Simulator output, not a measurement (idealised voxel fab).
voxel self aligned contacts: a process module
Each square cell in cross-section cut measures 5 nm, and the section as a whole is 200 nm wide.
This document writes a cross-section as a grid whose cells are square, and gives it as bands, listed from the top down; one or more rows of cells form a band. What a band's entry tells you: where the top is and where the bottom is, as heights in nm, and after that what lies inside, material by material from left to right, each with its width in nm. Empty space is written as the word "air", and a single material marked with the word "full width" occupies the band from edge to edge. Height datum 0, below which the as-received substrate wafer is one material. Lowest band open at the bottom, running downward: "0 down". Top row gets the first number, bottom row gets the second, and each row in between changes by the same step: that is how a band width like "30 to 40" works. The designation "changes: none", where it is given for a processing step, indicates that no cell of the cross-section was altered in the course of that step. Closed-off voids of 8+ cells (no open route to the top) go in "Closed cavity list", written width x height at distance from the left edge, in nm. Post-settings text on a step line: simulator's own remark regarding the step. overlay nm: step with mask; distance mask lay right of planned place; negative value = left of planned place.

These are the steps we planned for the process:
1 RECEIVE with material Si
2 OXIDIZE with depth nm 5
3 DIRECTIONAL_DEP with material polySi, thk nm 30
4 DIRECTIONAL_DEP with material SiN, thk nm 20
5 MASKED_ETCH with tone cover, mask id GATE, width nm 30, pitch nm 65, etch materials SiN, depth nm 20, overlay nm 0
6 MASKED_ETCH with tone cover, mask id GATE, width nm 30, pitch nm 65, etch materials polySi, depth nm 30, overlay nm 0
7 CONFORMAL_DEP with material SiN, thk nm 10
8 DIRECTIONAL_ETCH with etch materials SiN, depth nm 10
9 FILL_DEP with material SiO2, thk nm 20
10 CMP with height nm 60
11 PATTERN with tone open, mask id CONTACT, material resist, width nm 45, thk nm 20, overlay nm 0
12 DIRECTIONAL_ETCH with etch materials SiO2, depth nm 65
13 STRIP with etch materials resist
14 CONFORMAL_DEP with material TiN, thk nm 5
15 FILL_DEP with material W, thk nm 10
16 CMP with height nm 60
17 CONFORMAL_DEP with material SiN, thk nm 5

The following pertains to the first of two wafers, which was processed as planned:

Cross-section of the wafer as it came to us, i.e., already through step 1:
> 0 down | Si full width
> Closed cavity list: none

State of the wafer after step 2, shown in cross-section:
> 0 to -5 | SiO2 full width
> Heights below -5 show no change.

State of the wafer after step 3, shown in cross-section:
> 30 to 0 | polySi full width
> Heights below 0 show no change.

State of the wafer after step 4, shown in cross-section:
> 50 to 30 | SiN full width
> Heights below 30 show no change.

State of the wafer after step 5, shown in cross-section:
> 50 to 30 | air 50 nm; SiN 30 nm; air 35 nm; SiN 30 nm; air 55 nm
> Heights below 30 show no change.

State of the wafer after step 6, shown in cross-section:
> 50 to 30 | air 50 nm; SiN 30 nm; air 35 nm; SiN 30 nm; air 55 nm
> 30 to 0 | air 50 nm; polySi 30 nm; air 35 nm; polySi 30 nm; air 55 nm
> Heights below 0 show no change.

State of the wafer after step 7, shown in cross-section:
> 60 to 30 | air 40 nm; SiN 50 nm; air 15 nm; SiN 50 nm; air 45 nm
> 30 to 10 | air 40 nm; SiN 10 nm; polySi 30 nm; SiN 10 nm; air 15 nm; SiN 10 nm; polySi 30 nm; SiN 10 nm; air 45 nm
> 10 to 0 | SiN 50 nm; polySi 30 nm; SiN 35 nm; polySi 30 nm; SiN 55 nm
> Heights below 0 show no change.

State of the wafer after step 8, shown in cross-section:
> 50 to 30 | air 40 nm; SiN 50 nm; air 15 nm; SiN 50 nm; air 45 nm
> 30 to 0 | air 40 nm; SiN 10 nm; polySi 30 nm; SiN 10 nm; air 15 nm; SiN 10 nm; polySi 30 nm; SiN 10 nm; air 45 nm
> Heights below 0 show no change.

State of the wafer after step 9, shown in cross-section:
> 70 to 50 | SiO2 full width
> 50 to 30 | SiO2 40 nm; SiN 50 nm; SiO2 15 nm; SiN 50 nm; SiO2 45 nm
> 30 to 0 | SiO2 40 nm; SiN 10 nm; polySi 30 nm; SiN 10 nm; SiO2 15 nm; SiN 10 nm; polySi 30 nm; SiN 10 nm; SiO2 45 nm
> Heights below 0 show no change.

State of the wafer after step 10, shown in cross-section:
> 60 to 50 | SiO2 full width
> Heights below 50 show no change.

State of the wafer after step 11, shown in cross-section:
> 80 to 60 | resist 75 nm; air 45 nm; resist 80 nm
> Heights below 60 show no change.

State of the wafer after step 12, shown in cross-section:
> 80 to 60 | resist 75 nm; air 45 nm; resist 80 nm
> 60 to 50 | SiO2 75 nm; air 45 nm; SiO2 80 nm
> 50 to 30 | SiO2 40 nm; SiN 50 nm; air 15 nm; SiN 50 nm; SiO2 45 nm
> 30 to 0 | SiO2 40 nm; SiN 10 nm; polySi 30 nm; SiN 10 nm; air 15 nm; SiN 10 nm; polySi 30 nm; SiN 10 nm; SiO2 45 nm
> 0 to -5 | SiO2 90 nm; air 15 nm; SiO2 95 nm
> Heights below -5 show no change.

State of the wafer after step 13, shown in cross-section:
> 60 to 50 | SiO2 75 nm; air 45 nm; SiO2 80 nm
> Heights below 50 show no change.

State of the wafer after step 14, shown in cross-section:
> 65 to 60 | TiN 80 nm; air 35 nm; TiN 85 nm
> 60 to 50 | SiO2 75 nm; TiN 5 to 20 nm; air 35 to 5 nm; TiN 5 to 20 nm; SiO2 80 nm
> 50 to 30 | SiO2 40 nm; SiN 50 nm; TiN 5 nm; air 5 nm; TiN 5 nm; SiN 50 nm; SiO2 45 nm
> 30 to 0 | SiO2 40 nm; SiN 10 nm; polySi 30 nm; SiN 10 nm; TiN 5 nm; air 5 nm; TiN 5 nm; SiN 10 nm; polySi 30 nm; SiN 10 nm; SiO2 45 nm
> 0 to -5 | SiO2 90 nm; TiN 15 nm; SiO2 95 nm
> Heights below -5 show no change.

State of the wafer after step 15, shown in cross-section:
> 75 to 65 | W full width
> 65 to 60 | TiN 80 nm; W 35 nm; TiN 85 nm
> 60 to 50 | SiO2 75 nm; TiN 5 to 20 nm; W 35 to 5 nm; TiN 5 to 20 nm; SiO2 80 nm
> 50 to 30 | SiO2 40 nm; SiN 50 nm; TiN 5 nm; W 5 nm; TiN 5 nm; SiN 50 nm; SiO2 45 nm
> 30 to 0 | SiO2 40 nm; SiN 10 nm; polySi 30 nm; SiN 10 nm; TiN 5 nm; W 5 nm; TiN 5 nm; SiN 10 nm; polySi 30 nm; SiN 10 nm; SiO2 45 nm
> Heights below 0 show no change.

State of the wafer after step 16, shown in cross-section:
> 60 to 50 | SiO2 75 nm; TiN 5 to 20 nm; W 35 to 5 nm; TiN 5 to 20 nm; SiO2 80 nm
> Heights below 50 show no change.

State of the wafer after step 17, shown in cross-section:
> 65 to 60 | SiN full width
> Heights below 60 show no change.

Second of two: same start, same plan, one run error; steps up to and including 3 match the first:

Second wafer at the planned finish of step 4, seen in cross-section:
> 50 to 30 | W full width
> Heights below 30 show no change.

Second wafer at the planned finish of step 5, seen in cross-section: changes: none

Second wafer at the planned finish of step 6, seen in cross-section: changes: none

Second wafer at the planned finish of step 7, seen in cross-section:
> 60 to 50 | SiN full width
> Heights below 50 show no change.

Second wafer at the planned finish of step 8, seen in cross-section:
> 50 to 30 | W full width
> Heights below 30 show no change.

Second wafer at the planned finish of step 9, seen in cross-section:
> 70 to 50 | SiO2 full width
> Heights below 50 show no change.

Second wafer at the planned finish of step 10, seen in cross-section:
> 60 to 50 | SiO2 full width
> Heights below 50 show no change.

Second wafer at the planned finish of step 11, seen in cross-section:
> 80 to 60 | resist 75 nm; air 45 nm; resist 80 nm
> Heights below 60 show no change.

Second wafer at the planned finish of step 12, seen in cross-section:
> 80 to 60 | resist 75 nm; air 45 nm; resist 80 nm
> 60 to 50 | SiO2 75 nm; air 45 nm; SiO2 80 nm
> Heights below 50 show no change.

Second wafer at the planned finish of step 13, seen in cross-section:
> 60 to 50 | SiO2 75 nm; air 45 nm; SiO2 80 nm
> Heights below 50 show no change.

Second wafer at the planned finish of step 14, seen in cross-section:
> 65 to 60 | TiN 80 nm; air 35 nm; TiN 85 nm
> 60 to 55 | SiO2 75 nm; TiN 5 nm; air 35 nm; TiN 5 nm; SiO2 80 nm
> 55 to 50 | SiO2 75 nm; TiN 45 nm; SiO2 80 nm
> Heights below 50 show no change.

Second wafer at the planned finish of step 15, seen in cross-section:
> 75 to 65 | W full width
> 65 to 60 | TiN 80 nm; W 35 nm; TiN 85 nm
> 60 to 55 | SiO2 75 nm; TiN 5 nm; W 35 nm; TiN 5 nm; SiO2 80 nm
> Heights below 55 show no change.

Second wafer at the planned finish of step 16, seen in cross-section:
> 60 to 55 | SiO2 75 nm; TiN 5 nm; W 35 nm; TiN 5 nm; SiO2 80 nm
> Heights below 55 show no change.

Second wafer at the planned finish of step 17, seen in cross-section:
> 65 to 60 | SiN full width
> Heights below 60 show no change.
Nonconformance to the process plan: step 4 ran with different settings than intended, the actual operation and settings being DIRECTIONAL_DEP with material W, thk nm 20
Materials where the second wafer ends with more or fewer cells than the first: SiN -128, SiO2 -167, TiN -22, W +149, polySi +168
